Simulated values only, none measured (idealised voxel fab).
process module | voxel self aligned vias
cross-section cut | 190 nm wide | cells 5 nm
A cross-section is a grid of square cells, given in bands from the top down. A band is one or more rows of cells.
Each band's line starts with the height of the band's top and of its bottom, in nm. Then come its materials from left to right, each with its width in nm. One material with "throughout" fills the band from edge to edge. "air" is empty space.
Height 0 is the level under which the wafer as received is all one material. The lowest band goes on downwards, as in "0 down".
A width such as "30 to 40" changes by the same amount from each row of cells to the next, from the band's top row to its bottom row.
"no change" after a step means that no cell of the cross-section changed.
closed voids: empty space of 8 cells or more with no open way to the top, each as width x height at its distance from the left edge, in nm
after a step's settings: what the simulator itself notes on the step
overlay nm, on a step with a mask: how far to the right of its planned place the mask lay; to the left if negative
plan
1 op RECEIVE | material Si
2 op CONFORMAL_DEP | material SiO2 | thk nm 10
3 op CONFORMAL_DEP | material SiCN | thk nm 5
4 op DIRECTIONAL_DEP | material SiO2 | thk nm 25
5 op PATTERN | tone open | mask id LINES | material resist | width nm 30 | pitch nm 80 | thk nm 20 | overlay nm 0
6 op DIRECTIONAL_ETCH | etch materials SiO2 | depth nm 25
7 op STRIP | etch materials resist
8 op CONFORMAL_DEP | material TiN | thk nm 5
9 op FILL_DEP | material Ru | thk nm 10
10 op CMP | height nm 40
11 op SELECTIVE_ETCH | etch materials W Ru TiN | depth nm 10
12 op FILL_DEP | material SiN | thk nm 10
13 op CMP | height nm 40
14 op DIRECTIONAL_DEP | material SiO2 | thk nm 15
15 op MASKED_ETCH | tone open | mask id VIAS | width nm 50 | pitch nm 80 | etch materials SiO2 | depth nm 15 | overlay nm 0
16 op MASKED_ETCH | tone open | mask id VIAS | width nm 50 | pitch nm 80 | etch materials SiN | depth nm 10 | overlay nm 0
17 op CONFORMAL_DEP | material TiN | thk nm 5
18 op FILL_DEP | material Cu | thk nm 10
19 op CMP | height nm 55
20 op CONFORMAL_DEP | material SiCN | thk nm 5
as received, after step 1
  0 down: Si throughout
  closed voids: none
first wafer at the end, as planned
  60 to 55: SiCN throughout
  55 to 45: SiO2 30 | TiN 5 | Cu 40 | TiN 5 | SiO2 30 | TiN 5 | Cu 40 | TiN 5 | SiO2 30
  45 to 35: SiO2 30 to 40 | TiN 15 to 5 | Cu 20 | TiN 15 to 5 | SiO2 30 to 50 | TiN 15 to 5 | Cu 20 | TiN 15 to 5 | SiO2 30 to 40
  35 to 30: SiO2 40 | TiN 30 | SiO2 50 | TiN 30 | SiO2 40
  30 to 20: SiO2 40 | TiN 5 | Ru 20 | TiN 5 | SiO2 50 | TiN 5 | Ru 20 | TiN 5 | SiO2 40
  20 to 15: SiO2 40 | TiN 30 | SiO2 50 | TiN 30 | SiO2 40
  15 to 10: SiCN throughout
  10 to 0: SiO2 throughout
  0 down: Si throughout
  closed voids: none
second wafer at the end: like start, like plan, one mistake
  60 to 55: SiCN throughout
  55 to 35: SiO2 30 | TiN 5 | Cu 40 | TiN 5 | SiO2 30 | TiN 5 | Cu 40 | TiN 5 | SiO2 30
  35 to 30: SiO2 30 | TiN 50 | SiO2 30 | TiN 50 | SiO2 30
  30 to 20: SiO2 30 to 40 | TiN 15 to 5 | Ru 20 | TiN 15 to 5 | SiO2 30 to 50 | TiN 15 to 5 | Ru 20 | TiN 15 to 5 | SiO2 30 to 40
  20 to 15: SiO2 40 | TiN 30 | SiO2 50 | TiN 30 | SiO2 40
  15 to 10: SiCN throughout
  10 to 0: SiO2 throughout
  0 down: Si throughout
  closed voids: none
what went wrong: step 15 was run twice
at the end the second wafer has, in cells: 16 more of Cu | 24 fewer of SiO2 | 8 more of TiN
